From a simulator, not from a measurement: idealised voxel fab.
The name of this process module is voxel self aligned contacts.
Pictured: cross-section cut, 285 nm wide, on a grid of 5 nm square cells.
How to read a cross-section here: the picture is a grid of square cells, written as bands going from the top down, and any band can span one or more rows of cells.
Top, bottom (nm), then materials left to right with widths (nm); lone material tagged "full width" fills the whole band edge to edge; "empty" = empty space.
For the purposes of this specification, 0 denotes the height below which the wafer in its as-received condition is composed wholly of one material, and the lowermost band, lacking a lower limit, extends downward without end, as expressed in "from 0 down".
A width such as "30->40" changes by the same amount from each row of cells to the next, from the band's top row to its bottom row.
No cell of the cross-section changed in a step that is given as "nothing changed".
The list in "Unvented cavities" covers empty spaces of 8 cells or more that cannot reach the top through any open way, and it gives each as width x height at distance; the distance is from the left edge, and width, height and distance are in nm.
Text after the settings on a step's line: the simulator's own remark on that step.
overlay nm: mask right of planned place by this much (step with mask). Neg. = left.
[Process steps foreseen in the plan]
1: RECEIVE | material Si
2: OXIDIZE | depth nm 5
3: DIRECTIONAL_DEP | material polySi | thk nm 30
4: DIRECTIONAL_DEP | material SiN | thk nm 20
5: MASKED_ETCH | tone cover | mask id GATE | width nm 25 | pitch nm 60 | etch materials SiN | depth nm 20 | overlay nm 0
6: MASKED_ETCH | tone cover | mask id GATE | width nm 25 | pitch nm 60 | etch materials polySi | depth nm 30 | overlay nm 0
7: CONFORMAL_DEP | material SiN | thk nm 5
8: DIRECTIONAL_ETCH | etch materials SiN | depth nm 5
9: FILL_DEP | material SiO2 | thk nm 15
10: CMP | height nm 60
11: DIRECTIONAL_DEP | material aC | thk nm 10
12: PATTERN | tone open | mask id CONTACT | material resist | width nm 45 | thk nm 30 | overlay nm 0
13: DIRECTIONAL_ETCH | etch materials aC | depth nm 10
14: STRIP | etch materials resist
15: DIRECTIONAL_ETCH | etch materials SiO2 | depth nm 65
16: STRIP | etch materials aC
17: CONFORMAL_DEP | material TiN | thk nm 5
18: FILL_DEP | material W | thk nm 10
19: CMP | height nm 60
20: CONFORMAL_DEP | material SiCN | thk nm 5
[The cross-section here shows the wafer as received, i.e. in its state after step 1]
	from 0 down: Si full width
	Unvented cavities: none
[Final wafer profile in cross-section after the module, from the same start and plan as above, with one mistake made during processing]
	from 65 to 60: SiCN full width
	from 60 to 50: SiO2 (120)  TiN (5->15)  W (35->15)  TiN (5->15)  SiO2 (120)
	from 50 to 30: SiO2 (95)  SiN (35)  TiN (5)  W (15)  TiN (5)  SiN (35)  SiO2 (95)
	from 30 to 5: SiO2 (95)  SiN (5)  polySi (25)  SiN (5)  TiN (5)  W (15)  TiN (5)  SiN (5)  polySi (25)  SiN (5)  SiO2 (95)
	from 5 to 0: SiO2 (95)  SiN (5)  polySi (25)  SiN (5)  TiN (25)  SiN (5)  polySi (25)  SiN (5)  SiO2 (95)
	from 0 down: Si full width
	Unvented cavities: none
Error vs. plan: not run: step 2 of the plan (skipped)
